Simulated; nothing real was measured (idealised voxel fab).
process module | voxel air gaps
cross-section cut | 250 nm wide | cells 5 nm
A cross-section is a grid of square cells, given in bands from the top down. A band is one or more rows of cells.
Each band's line starts with the height of the band's top and of its bottom, in nm. Then come its materials from left to right, each with its width in nm. One material with "throughout" fills the band from edge to edge. "air" is empty space.
Height 0 is the level under which the wafer as received is all one material. The lowest band goes on downwards, as in "0 down".
A width such as "30 to 40" changes by the same amount from each row of cells to the next, from the band's top row to its bottom row.
"no change" after a step means that no cell of the cross-section changed.
closed voids: empty space of 8 cells or more with no open way to the top, each as width x height at its distance from the left edge, in nm
after a step's settings: what the simulator itself notes on the step
overlay nm, on a step with a mask: how far to the right of its planned place the mask lay; to the left if negative
plan
1 op RECEIVE | material Si
2 op CONFORMAL_DEP | material SiO2 | thk nm 15
3 op CONFORMAL_DEP | material SiCN | thk nm 5
4 op DIRECTIONAL_DEP | material SiO2 | thk nm 30
5 op MASKED_ETCH | tone open | mask id LINES | width nm 20 | pitch nm 50 | etch materials SiO2 | depth nm 30 | overlay nm 0
6 op CONFORMAL_DEP | material TiN | thk nm 5
7 op FILL_DEP | material W | thk nm 10
8 op CMP | height nm 50
9 op EPI | material Ru | thk nm 10
10 op SELECTIVE_ETCH | etch materials SiO2 | depth nm 40
11 op CONFORMAL_DEP | material SiCN | thk nm 5
first wafer, as planned
as received, after step 1
  0 down: Si throughout
  closed voids: none
after step 2
  15 to 0: SiO2 throughout
  below 0: unchanged
after step 3
  20 to 15: SiCN throughout
  below 15: unchanged
after step 4
  50 to 20: SiO2 throughout
  below 20: unchanged
after step 5
  50 to 20: SiO2 40 | air 20 | SiO2 30 | air 20 | SiO2 30 | air 20 | SiO2 30 | air 20 | SiO2 40
  below 20: unchanged
after step 6
  55 to 50: TiN 45 | air 10 | TiN 40 | air 10 | TiN 40 | air 10 | TiN 40 | air 10 | TiN 45
  50 to 25: SiO2 40 | TiN 5 | air 10 | TiN 5 | SiO2 30 | TiN 5 | air 10 | TiN 5 | SiO2 30 | TiN 5 | air 10 | TiN 5 | SiO2 30 | TiN 5 | air 10 | TiN 5 | SiO2 40
  25 to 20: SiO2 40 | TiN 20 | SiO2 30 | TiN 20 | SiO2 30 | TiN 20 | SiO2 30 | TiN 20 | SiO2 40
  below 20: unchanged
after step 7
  65 to 55: W throughout
  55 to 50: TiN 45 | W 10 | TiN 40 | W 10 | TiN 40 | W 10 | TiN 40 | W 10 | TiN 45
  50 to 25: SiO2 40 | TiN 5 | W 10 | TiN 5 | SiO2 30 | TiN 5 | W 10 | TiN 5 | SiO2 30 | TiN 5 | W 10 | TiN 5 | SiO2 30 | TiN 5 | W 10 | TiN 5 | SiO2 40
  below 25: unchanged
after step 8
  50 to 25: SiO2 40 | TiN 5 | W 10 | TiN 5 | SiO2 30 | TiN 5 | W 10 | TiN 5 | SiO2 30 | TiN 5 | W 10 | TiN 5 | SiO2 30 | TiN 5 | W 10 | TiN 5 | SiO2 40
  below 25: unchanged
after step 9
  60 to 50: air 30 | Ru 40 | air 10 | Ru 40 | air 10 | Ru 40 | air 10 | Ru 40 | air 30
  below 50: unchanged
after step 10
  60 to 50: air 30 | Ru 40 | air 10 | Ru 40 | air 10 | Ru 40 | air 10 | Ru 40 | air 30
  50 to 25: air 40 | TiN 5 | W 10 | TiN 5 | air 30 | TiN 5 | W 10 | TiN 5 | air 30 | TiN 5 | W 10 | TiN 5 | air 30 | TiN 5 | W 10 | TiN 5 | air 40
  25 to 20: air 40 | TiN 20 | air 30 | TiN 20 | air 30 | TiN 20 | air 30 | TiN 20 | air 40
  below 20: unchanged
after step 11
  65 to 60: air 25 | SiCN 200 | air 25
  60 to 50: air 25 | SiCN 5 | Ru 40 | SiCN 10 | Ru 40 | SiCN 10 | Ru 40 | SiCN 10 | Ru 40 | SiCN 5 | air 25
  50 to 45: air 25 | SiCN 15 | TiN 5 | W 10 | TiN 5 | SiCN 30 | TiN 5 | W 10 | TiN 5 | SiCN 30 | TiN 5 | W 10 | TiN 5 | SiCN 30 | TiN 5 | W 10 | TiN 5 | SiCN 15 | air 25
  45 to 25: air 35 | SiCN 5 | TiN 5 | W 10 | TiN 5 | SiCN 5 | air 20 | SiCN 5 | TiN 5 | W 10 | TiN 5 | SiCN 5 | air 20 | SiCN 5 | TiN 5 | W 10 | TiN 5 | SiCN 5 | air 20 | SiCN 5 | TiN 5 | W 10 | TiN 5 | SiCN 5 | air 35
  25 to 20: SiCN 40 | TiN 20 | SiCN 30 | TiN 20 | SiCN 30 | TiN 20 | SiCN 30 | TiN 20 | SiCN 40
  below 20: unchanged
  closed voids: 20 x 20 at 65; 20 x 20 at 115; 20 x 20 at 165
second wafer: like start, like plan, one mistake. Through step 1 it matches the first wafer
when step 2 should have ended
  15 to 0: TiN throughout
  below 0: unchanged
when step 3 should have ended
  20 to 15: SiCN throughout
  below 15: unchanged
when step 4 should have ended
  50 to 20: SiO2 throughout
  below 20: unchanged
when step 5 should have ended
  50 to 20: SiO2 40 | air 20 | SiO2 30 | air 20 | SiO2 30 | air 20 | SiO2 30 | air 20 | SiO2 40
  below 20: unchanged
when step 6 should have ended
  55 to 50: TiN 45 | air 10 | TiN 40 | air 10 | TiN 40 | air 10 | TiN 40 | air 10 | TiN 45
  50 to 25: SiO2 40 | TiN 5 | air 10 | TiN 5 | SiO2 30 | TiN 5 | air 10 | TiN 5 | SiO2 30 | TiN 5 | air 10 | TiN 5 | SiO2 30 | TiN 5 | air 10 | TiN 5 | SiO2 40
  25 to 20: SiO2 40 | TiN 20 | SiO2 30 | TiN 20 | SiO2 30 | TiN 20 | SiO2 30 | TiN 20 | SiO2 40
  below 20: unchanged
when step 7 should have ended
  65 to 55: W throughout
  55 to 50: TiN 45 | W 10 | TiN 40 | W 10 | TiN 40 | W 10 | TiN 40 | W 10 | TiN 45
  50 to 25: SiO2 40 | TiN 5 | W 10 | TiN 5 | SiO2 30 | TiN 5 | W 10 | TiN 5 | SiO2 30 | TiN 5 | W 10 | TiN 5 | SiO2 30 | TiN 5 | W 10 | TiN 5 | SiO2 40
  below 25: unchanged
when step 8 should have ended
  50 to 25: SiO2 40 | TiN 5 | W 10 | TiN 5 | SiO2 30 | TiN 5 | W 10 | TiN 5 | SiO2 30 | TiN 5 | W 10 | TiN 5 | SiO2 30 | TiN 5 | W 10 | TiN 5 | SiO2 40
  below 25: unchanged
when step 9 should have ended
  60 to 50: air 30 | Ru 40 | air 10 | Ru 40 | air 10 | Ru 40 | air 10 | Ru 40 | air 30
  below 50: unchanged
when step 10 should have ended
  60 to 50: air 30 | Ru 40 | air 10 | Ru 40 | air 10 | Ru 40 | air 10 | Ru 40 | air 30
  50 to 25: air 40 | TiN 5 | W 10 | TiN 5 | air 30 | TiN 5 | W 10 | TiN 5 | air 30 | TiN 5 | W 10 | TiN 5 | air 30 | TiN 5 | W 10 | TiN 5 | air 40
  25 to 20: air 40 | TiN 20 | air 30 | TiN 20 | air 30 | TiN 20 | air 30 | TiN 20 | air 40
  below 20: unchanged
when step 11 should have ended
  65 to 60: air 25 | SiCN 200 | air 25
  60 to 50: air 25 | SiCN 5 | Ru 40 | SiCN 10 | Ru 40 | SiCN 10 | Ru 40 | SiCN 10 | Ru 40 | SiCN 5 | air 25
  50 to 45: air 25 | SiCN 15 | TiN 5 | W 10 | TiN 5 | SiCN 30 | TiN 5 | W 10 | TiN 5 | SiCN 30 | TiN 5 | W 10 | TiN 5 | SiCN 30 | TiN 5 | W 10 | TiN 5 | SiCN 15 | air 25
  45 to 25: air 35 | SiCN 5 | TiN 5 | W 10 | TiN 5 | SiCN 5 | air 20 | SiCN 5 | TiN 5 | W 10 | TiN 5 | SiCN 5 | air 20 | SiCN 5 | TiN 5 | W 10 | TiN 5 | SiCN 5 | air 20 | SiCN 5 | TiN 5 | W 10 | TiN 5 | SiCN 5 | air 35
  25 to 20: SiCN 40 | TiN 20 | SiCN 30 | TiN 20 | SiCN 30 | TiN 20 | SiCN 30 | TiN 20 | SiCN 40
  below 20: unchanged
  closed voids: 20 x 20 at 65; 20 x 20 at 115; 20 x 20 at 165
what went wrong: step 2 ran as: op CONFORMAL_DEP | material TiN | thk nm 15
at the end the second wafer has, in cells: 150 fewer of SiO2 | 150 more of TiN
